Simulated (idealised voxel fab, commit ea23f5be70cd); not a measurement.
The following is a process module called voxel capacitor over wiring.
160 nm wide, 5 nm square cells: that's cross-section cut.
Think of the cross-section as a grid of square cells. We describe it in bands, top to bottom, and each band covers one or more rows of those cells.
Per band: top height and bottom height in nm, followed by the left-to-right materials and their widths in nm; "throughout" marks a single material spanning edge to edge, "blank" marks empty space.
Heights are reckoned from 0. Under this level, the received wafer is all of one material. The bottommost band is open-ended downward, for example "from 0 down".
The two numbers in a width such as "30..40" mark its ends across the band: the first belongs to the top row of cells, the second to the bottom row, and from each row to the next the width moves by the same amount.
"no modification" for a step: no cell of the cross-section changed in that step.
"Closed void roster" lists enclosed empty spaces (at least 8 cells, no open path upward to the top), each as width x height at distance from the left edge, in nm.
On a step's line, text after the settings is the simulator commenting on that step.
overlay nm: on a step with a mask, how far right of its planned place the mask lay; negative means left.

Listed below are the process steps as planned:
1 op RECEIVE | material Si
2 op CONFORMAL_DEP | material SiO2 | thk nm 15
3 op DIRECTIONAL_DEP | material TiN | thk nm 5
4 op DIRECTIONAL_DEP | material W | thk nm 25
5 op DIRECTIONAL_DEP | material aC | thk nm 10
6 op PATTERN | tone cover | mask id METAL_1 | material resist | width nm 20 | pitch nm 70 | thk nm 25 | overlay nm 0
7 op DIRECTIONAL_ETCH | etch materials aC | depth nm 10
8 op STRIP | etch materials resist
9 op DIRECTIONAL_ETCH | etch materials W | depth nm 25
10 op DIRECTIONAL_ETCH | etch materials TiN | depth nm 5
11 op STRIP | etch materials aC
12 op FILL_DEP | material SiO2 | thk nm 5
13 op CMP | height nm 45
14 op CONFORMAL_DEP | material SiCN | thk nm 5
15 op DIRECTIONAL_DEP | material lowk | thk nm 10
16 op MASKED_ETCH | tone open | mask id PLUG_1 | width nm 15 | etch materials lowk | depth nm 10 | overlay nm 0
17 op MASKED_ETCH | tone open | mask id PLUG_1 | width nm 15 | etch materials SiCN | depth nm 5 | overlay nm 0
18 op EPI | material Ru | thk nm 10
19 op EPI | material Ru | thk nm 5
20 op DIRECTIONAL_DEP | material TiN | thk nm 10
21 op DIRECTIONAL_DEP | material SiN | thk nm 5
22 op DIRECTIONAL_DEP | material TiN | thk nm 10
23 op DIRECTIONAL_DEP | material aC | thk nm 10
24 op PATTERN | tone cover | mask id UPPER_PLATE | material resist | width nm 55 | thk nm 30 | overlay nm 0
25 op DIRECTIONAL_ETCH | etch materials aC | depth nm 10
26 op STRIP | etch materials resist
27 op DIRECTIONAL_ETCH | etch materials TiN | depth nm 10
28 op DIRECTIONAL_ETCH | etch materials SiN | depth nm 5
29 op STRIP | etch materials aC
30 op PATTERN | tone cover | mask id LOWER_PLATE | material resist | width nm 65 | thk nm 20 | overlay nm 0
31 op DIRECTIONAL_ETCH | etch materials TiN | depth nm 10
32 op STRIP | etch materials resist
33 op FILL_DEP | material SiO2 | thk nm 15
34 op CMP | height nm 95
35 op PATTERN | tone open | mask id PLUG_2 | material resist | width nm 15 | thk nm 15 | overlay nm 0
36 op DIRECTIONAL_ETCH | etch materials SiO2 | depth nm 10
37 op STRIP | etch materials resist
38 op CONFORMAL_DEP | material TiN | thk nm 5
39 op FILL_DEP | material W | thk nm 10
40 op CMP | height nm 95
41 op CONFORMAL_DEP | material SiCN | thk nm 5

As received (post step 1): cross-section:
    from 0 down = Si throughout
    Closed void roster: none

First of two wafers at the end of the module, shown in cross-section; run carried out as planned:
    from 100 to 95 = SiCN throughout
    from 95 to 90 = 50 nm SiO2, 5 nm TiN, 5 nm W, 5 nm TiN, 95 nm SiO2
    from 90 to 85 = 50 nm SiO2, 15 nm TiN, 95 nm SiO2
    from 85 to 75 = 40 nm SiO2, 55 nm TiN, 65 nm SiO2
    from 75 to 70 = 40 nm SiO2, 55 nm SiN, 65 nm SiO2
    from 70 to 60 = 35 nm SiO2, 65 nm TiN, 60 nm SiO2
    from 60 to 50 = 40 nm lowk, 15 nm Ru, 105 nm lowk
    from 50 to 45 = 40 nm SiCN, 15 nm Ru, 105 nm SiCN
    from 45 to 20 = 35 nm SiO2, 20 nm W, 50 nm SiO2, 20 nm W, 35 nm SiO2
    from 20 to 15 = 35 nm SiO2, 20 nm TiN, 50 nm SiO2, 20 nm TiN, 35 nm SiO2
    from 15 to 0 = SiO2 throughout
    from 0 down = Si throughout
    Closed void roster: none

Presented here is a cross-section of the second of the two wafers as it stood at the end of the module. It was started in the same manner and assigned the same plan as the first wafer; however, one mistake was made in its execution:
    from 110 to 95 = SiCN throughout
    from 95 to 90 = 50 nm SiO2, 5 nm TiN, 5 nm W, 5 nm TiN, 95 nm SiO2
    from 90 to 85 = 50 nm SiO2, 15 nm TiN, 95 nm SiO2
    from 85 to 75 = 40 nm SiO2, 55 nm TiN, 65 nm SiO2
    from 75 to 70 = 40 nm SiO2, 55 nm SiN, 65 nm SiO2
    from 70 to 60 = 35 nm SiO2, 65 nm TiN, 60 nm SiO2
    from 60 to 50 = 40 nm lowk, 15 nm Ru, 105 nm lowk
    from 50 to 45 = 40 nm SiCN, 15 nm Ru, 105 nm SiCN
    from 45 to 20 = 35 nm SiO2, 20 nm W, 50 nm SiO2, 20 nm W, 35 nm SiO2
    from 20 to 15 = 35 nm SiO2, 20 nm TiN, 50 nm SiO2, 20 nm TiN, 35 nm SiO2
    from 15 to 0 = SiO2 throughout
    from 0 down = Si throughout
    Closed void roster: none
Processing error: planned and actual differ for step 41; actual: op CONFORMAL_DEP | material SiCN | thk nm 15
Looking at both finished wafers in cells, the second ends up ahead of or behind the first on some materials: +64 SiCN
